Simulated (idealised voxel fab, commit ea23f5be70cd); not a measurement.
process module | voxel lift off
cross-section cut | 155 nm wide | cells 5 nm
A cross-section is a grid of square cells, given in bands from the top down. A band is one or more rows of cells.
Each band's line starts with the height of the band's top and of its bottom, in nm. Then come its materials from left to right, each with its width in nm. One material with "throughout" fills the band from edge to edge. "air" is empty space.
Height 0 is the level under which the wafer as received is all one material. The lowest band goes on downwards, as in "0 down".
A width such as "30 to 40" changes by the same amount from each row of cells to the next, from the band's top row to its bottom row.
"no change" after a step means that no cell of the cross-section changed.
closed voids: empty space of 8 cells or more with no open way to the top, each as width x height at its distance from the left edge, in nm
after a step's settings: what the simulator itself notes on the step
overlay nm, on a step with a mask: how far to the right of its planned place the mask lay; to the left if negative
Each pair below shows a cross-section before one step and the cross-section after it, down to the lowest band that changed. The line under each pair gives the step between them, with its settings. The pairs can come from different runs of this module on the same starting wafer, so a pair continues from the pair above only where its "before" says so.
before
  0 down: Si throughout
  closed voids: none
after
  15 to 0: Al2O3 throughout
  below 0: unchanged
  closed voids: none
the step between: op CONFORMAL_DEP | material Al2O3 | thk nm 15
before: the cross-section after the pair above
after
  40 to 15: resist 30 | air 15 | resist 25 | air 15 | resist 25 | air 15 | resist 30
  below 15: unchanged
  closed voids: none
the step between: op PATTERN | tone open | mask id LINES | material resist | width nm 15 | pitch nm 40 | thk nm 25 | overlay nm 0
before: the cross-section after the pair above
after
  55 to 40: Ru 30 | air 15 | Ru 25 | air 15 | Ru 25 | air 15 | Ru 30
  40 to 30: resist 30 | air 15 | resist 25 | air 15 | resist 25 | air 15 | resist 30
  30 to 15: resist 30 | Ru 15 | resist 25 | Ru 15 | resist 25 | Ru 15 | resist 30
  below 15: unchanged
  closed voids: none
the step between: op DIRECTIONAL_DEP | material Ru | thk nm 15
before: the cross-section after the pair above
after
  30 to 15: air 30 | Ru 15 | air 25 | Ru 15 | air 25 | Ru 15 | air 30
  below 15: unchanged
  closed voids: none
the step between: op STRIP | etch materials resist
before: the cross-section after the pair above
after
  35 to 30: air 25 | SiO2 25 | air 15 | SiO2 25 | air 15 | SiO2 25 | air 25
  30 to 20: air 25 | SiO2 5 | Ru 15 | SiO2 5 | air 15 | SiO2 5 | Ru 15 | SiO2 5 | air 15 | SiO2 5 | Ru 15 | SiO2 5 | air 25
  20 to 15: SiO2 30 | Ru 15 | SiO2 25 | Ru 15 | SiO2 25 | Ru 15 | SiO2 30
  below 15: unchanged
  closed voids: none
the step between: op CONFORMAL_DEP | material SiO2 | thk nm 5
before
  0 down: Si throughout
  closed voids: none
after
  25 to 0: resist 30 | air 15 | resist 25 | air 15 | resist 25 | air 15 | resist 30
  below 0: unchanged
  closed voids: none
the step between: op PATTERN | tone open | mask id LINES | material resist | width nm 15 | pitch nm 40 | thk nm 25 | overlay nm 0
before: the cross-section after the pair above
after
  40 to 25: Ru 30 | air 15 | Ru 25 | air 15 | Ru 25 | air 15 | Ru 30
  25 to 15: resist 30 | air 15 | resist 25 | air 15 | resist 25 | air 15 | resist 30
  15 to 0: resist 30 | Ru 15 | resist 25 | Ru 15 | resist 25 | Ru 15 | resist 30
  below 0: unchanged
  closed voids: none
the step between: op DIRECTIONAL_DEP | material Ru | thk nm 15
before: the cross-section after the pair above
after
  15 to 0: air 30 | Ru 15 | air 25 | Ru 15 | air 25 | Ru 15 | air 30
  below 0: unchanged
  closed voids: none
the step between: op STRIP | etch materials resist
before: the cross-section after the pair above
after
  20 to 15: air 25 | SiO2 25 | air 15 | SiO2 25 | air 15 | SiO2 25 | air 25
  15 to 5: air 25 | SiO2 5 | Ru 15 | SiO2 5 | air 15 | SiO2 5 | Ru 15 | SiO2 5 | air 15 | SiO2 5 | Ru 15 | SiO2 5 | air 25
  5 to 0: SiO2 30 | Ru 15 | SiO2 25 | Ru 15 | SiO2 25 | Ru 15 | SiO2 30
  below 0: unchanged
  closed voids: none
the step between: op CONFORMAL_DEP | material SiO2 | thk nm 5
before
  15 to 0: Al2O3 throughout
  0 down: Si throughout
  closed voids: none
after
  30 to 0: Al2O3 throughout
  below 0: unchanged
  closed voids: none
the step between: op CONFORMAL_DEP | material Al2O3 | thk nm 15
before: the cross-section after the pair above
after
  55 to 30: resist 30 | air 15 | resist 25 | air 15 | resist 25 | air 15 | resist 30
  below 30: unchanged
  closed voids: none
the step between: op PATTERN | tone open | mask id LINES | material resist | width nm 15 | pitch nm 40 | thk nm 25 | overlay nm 0
before: the cross-section after the pair above
after
  70 to 55: Ru 30 | air 15 | Ru 25 | air 15 | Ru 25 | air 15 | Ru 30
  55 to 45: resist 30 | air 15 | resist 25 | air 15 | resist 25 | air 15 | resist 30
  45 to 30: resist 30 | Ru 15 | resist 25 | Ru 15 | resist 25 | Ru 15 | resist 30
  below 30: unchanged
  closed voids: none
the step between: op DIRECTIONAL_DEP | material Ru | thk nm 15
before: the cross-section after the pair above
after
  45 to 30: air 30 | Ru 15 | air 25 | Ru 15 | air 25 | Ru 15 | air 30
  below 30: unchanged
  closed voids: none
the step between: op STRIP | etch materials resist
before: the cross-section after the pair above
after
  50 to 45: air 25 | SiO2 25 | air 15 | SiO2 25 | air 15 | SiO2 25 | air 25
  45 to 35: air 25 | SiO2 5 | Ru 15 | SiO2 5 | air 15 | SiO2 5 | Ru 15 | SiO2 5 | air 15 | SiO2 5 | Ru 15 | SiO2 5 | air 25
  35 to 30: SiO2 30 | Ru 15 | SiO2 25 | Ru 15 | SiO2 25 | Ru 15 | SiO2 30
  below 30: unchanged
  closed voids: none
the step between: op CONFORMAL_DEP | material SiO2 | thk nm 5
before
  0 down: Si throughout
  closed voids: none
after
  20 to 0: Al2O3 throughout
  below 0: unchanged
  closed voids: none
the step between: op CONFORMAL_DEP | material Al2O3 | thk nm 20
before: the cross-section after the pair above
after
  45 to 20: resist 30 | air 15 | resist 25 | air 15 | resist 25 | air 15 | resist 30
  below 20: unchanged
  closed voids: none
the step between: op PATTERN | tone open | mask id LINES | material resist | width nm 15 | pitch nm 40 | thk nm 25 | overlay nm 0
before: the cross-section after the pair above
after
  60 to 45: Ru 30 | air 15 | Ru 25 | air 15 | Ru 25 | air 15 | Ru 30
  45 to 35: resist 30 | air 15 | resist 25 | air 15 | resist 25 | air 15 | resist 30
  35 to 20: resist 30 | Ru 15 | resist 25 | Ru 15 | resist 25 | Ru 15 | resist 30
  below 20: unchanged
  closed voids: none
the step between: op DIRECTIONAL_DEP | material Ru | thk nm 15
before: the cross-section after the pair above
after
  35 to 20: air 30 | Ru 15 | air 25 | Ru 15 | air 25 | Ru 15 | air 30
  below 20: unchanged
  closed voids: none
the step between: op STRIP | etch materials resist
before: the cross-section after the pair above
after
  40 to 35: air 25 | SiO2 25 | air 15 | SiO2 25 | air 15 | SiO2 25 | air 25
  35 to 25: air 25 | SiO2 5 | Ru 15 | SiO2 5 | air 15 | SiO2 5 | Ru 15 | SiO2 5 | air 15 | SiO2 5 | Ru 15 | SiO2 5 | air 25
  25 to 20: SiO2 30 | Ru 15 | SiO2 25 | Ru 15 | SiO2 25 | Ru 15 | SiO2 30
  below 20: unchanged
  closed voids: none
the step between: op CONFORMAL_DEP | material SiO2 | thk nm 5
before
  15 to 0: Al2O3 throughout
  0 down: Si throughout
  closed voids: none
after
  40 to 15: resist 30 | air 20 | resist 20 | air 20 | resist 20 | air 20 | resist 25
  below 15: unchanged
  closed voids: none
the step between: op PATTERN | tone open | mask id LINES | material resist | width nm 20 | pitch nm 40 | thk nm 25 | overlay nm 0
before: the cross-section after the pair above
after
  55 to 40: Ru 30 | air 20 | Ru 20 | air 20 | Ru 20 | air 20 | Ru 25
  40 to 30: resist 30 | air 20 | resist 20 | air 20 | resist 20 | air 20 | resist 25
  30 to 15: resist 30 | Ru 20 | resist 20 | Ru 20 | resist 20 | Ru 20 | resist 25
  below 15: unchanged
  closed voids: none
the step between: op DIRECTIONAL_DEP | material Ru | thk nm 15
before: the cross-section after the pair above
after
  30 to 15: air 30 | Ru 20 | air 20 | Ru 20 | air 20 | Ru 20 | air 25
  below 15: unchanged
  closed voids: none
the step between: op STRIP | etch materials resist
before: the cross-section after the pair above
after
  35 to 30: air 25 | SiO2 30 | air 10 | SiO2 30 | air 10 | SiO2 30 | air 20
  30 to 20: air 25 | SiO2 5 | Ru 20 | SiO2 5 | air 10 | SiO2 5 | Ru 20 | SiO2 5 | air 10 | SiO2 5 | Ru 20 | SiO2 5 | air 20
  20 to 15: SiO2 30 | Ru 20 | SiO2 20 | Ru 20 | SiO2 20 | Ru 20 | SiO2 25
  below 15: unchanged
  closed voids: none
the step between: op CONFORMAL_DEP | material SiO2 | thk nm 5
before
  15 to 0: Al2O3 throughout
  0 down: Si throughout
  closed voids: none
after
  40 to 15: resist 40 | air 15 | resist 25 | air 15 | resist 25 | air 15 | resist 20
  below 15: unchanged
  closed voids: none
the step between: op PATTERN | tone open | mask id LINES | material resist | width nm 15 | pitch nm 40 | thk nm 25 | overlay nm 10
before: the cross-section after the pair above
after
  55 to 40: Ru 40 | air 15 | Ru 25 | air 15 | Ru 25 | air 15 | Ru 20
  40 to 30: resist 40 | air 15 | resist 25 | air 15 | resist 25 | air 15 | resist 20
  30 to 15: resist 40 | Ru 15 | resist 25 | Ru 15 | resist 25 | Ru 15 | resist 20
  below 15: unchanged
  closed voids: none
the step between: op DIRECTIONAL_DEP | material Ru | thk nm 15
before: the cross-section after the pair above
after
  30 to 15: air 40 | Ru 15 | air 25 | Ru 15 | air 25 | Ru 15 | air 20
  below 15: unchanged
  closed voids: none
the step between: op STRIP | etch materials resist
before: the cross-section after the pair above
after
  35 to 30: air 35 | SiO2 25 | air 15 | SiO2 25 | air 15 | SiO2 25 | air 15
  30 to 20: air 35 | SiO2 5 | Ru 15 | SiO2 5 | air 15 | SiO2 5 | Ru 15 | SiO2 5 | air 15 | SiO2 5 | Ru 15 | SiO2 5 | air 15
  20 to 15: SiO2 40 | Ru 15 | SiO2 25 | Ru 15 | SiO2 25 | Ru 15 | SiO2 20
  below 15: unchanged
  closed voids: none
the step between: op CONFORMAL_DEP | material SiO2 | thk nm 5
before
  40 to 15: resist 30 | air 15 | resist 25 | air 15 | resist 25 | air 15 | resist 30
  15 to 0: Al2O3 throughout
  0 down: Si throughout
  closed voids: none
after
  55 to 40: SiO2 30 | air 15 | SiO2 25 | air 15 | SiO2 25 | air 15 | SiO2 30
  40 to 30: resist 30 | air 15 | resist 25 | air 15 | resist 25 | air 15 | resist 30
  30 to 15: resist 30 | SiO2 15 | resist 25 | SiO2 15 | resist 25 | SiO2 15 | resist 30
  below 15: unchanged
  closed voids: none
the step between: op DIRECTIONAL_DEP | material SiO2 | thk nm 15
before: the cross-section after the pair above
after
  30 to 15: air 30 | SiO2 15 | air 25 | SiO2 15 | air 25 | SiO2 15 | air 30
  below 15: unchanged
  closed voids: none
the step between: op STRIP | etch materials resist
before: the cross-section after the pair above
after
  35 to 20: air 25 | SiO2 25 | air 15 | SiO2 25 | air 15 | SiO2 25 | air 25
  20 to 15: SiO2 throughout
  below 15: unchanged
  closed voids: none
the step between: op CONFORMAL_DEP | material SiO2 | thk nm 5
before
  15 to 0: Al2O3 throughout
  0 down: Si throughout
  closed voids: none
after
  40 to 15: air 30 | resist 15 | air 25 | resist 15 | air 25 | resist 15 | air 30
  below 15: unchanged
  closed voids: none
the step between: op PATTERN | tone cover | mask id LINES | material resist | width nm 15 | pitch nm 40 | thk nm 25 | overlay nm 0
before: the cross-section after the pair above
after
  55 to 40: air 30 | Ru 15 | air 25 | Ru 15 | air 25 | Ru 15 | air 30
  40 to 30: air 30 | resist 15 | air 25 | resist 15 | air 25 | resist 15 | air 30
  30 to 15: Ru 30 | resist 15 | Ru 25 | resist 15 | Ru 25 | resist 15 | Ru 30
  below 15: unchanged
  closed voids: none
the step between: op DIRECTIONAL_DEP | material Ru | thk nm 15
before: the cross-section after the pair above
after
  30 to 15: Ru 30 | air 15 | Ru 25 | air 15 | Ru 25 | air 15 | Ru 30
  below 15: unchanged
  closed voids: none
the step between: op STRIP | etch materials resist
before: the cross-section after the pair above
after
  35 to 30: SiO2 35 | air 5 | SiO2 35 | air 5 | SiO2 35 | air 5 | SiO2 35
  30 to 20: Ru 30 | SiO2 5 | air 5 | SiO2 5 | Ru 25 | SiO2 5 | air 5 | SiO2 5 | Ru 25 | SiO2 5 | air 5 | SiO2 5 | Ru 30
  20 to 15: Ru 30 | SiO2 15 | Ru 25 | SiO2 15 | Ru 25 | SiO2 15 | Ru 30
  below 15: unchanged
  closed voids: none
the step between: op CONFORMAL_DEP | material SiO2 | thk nm 5
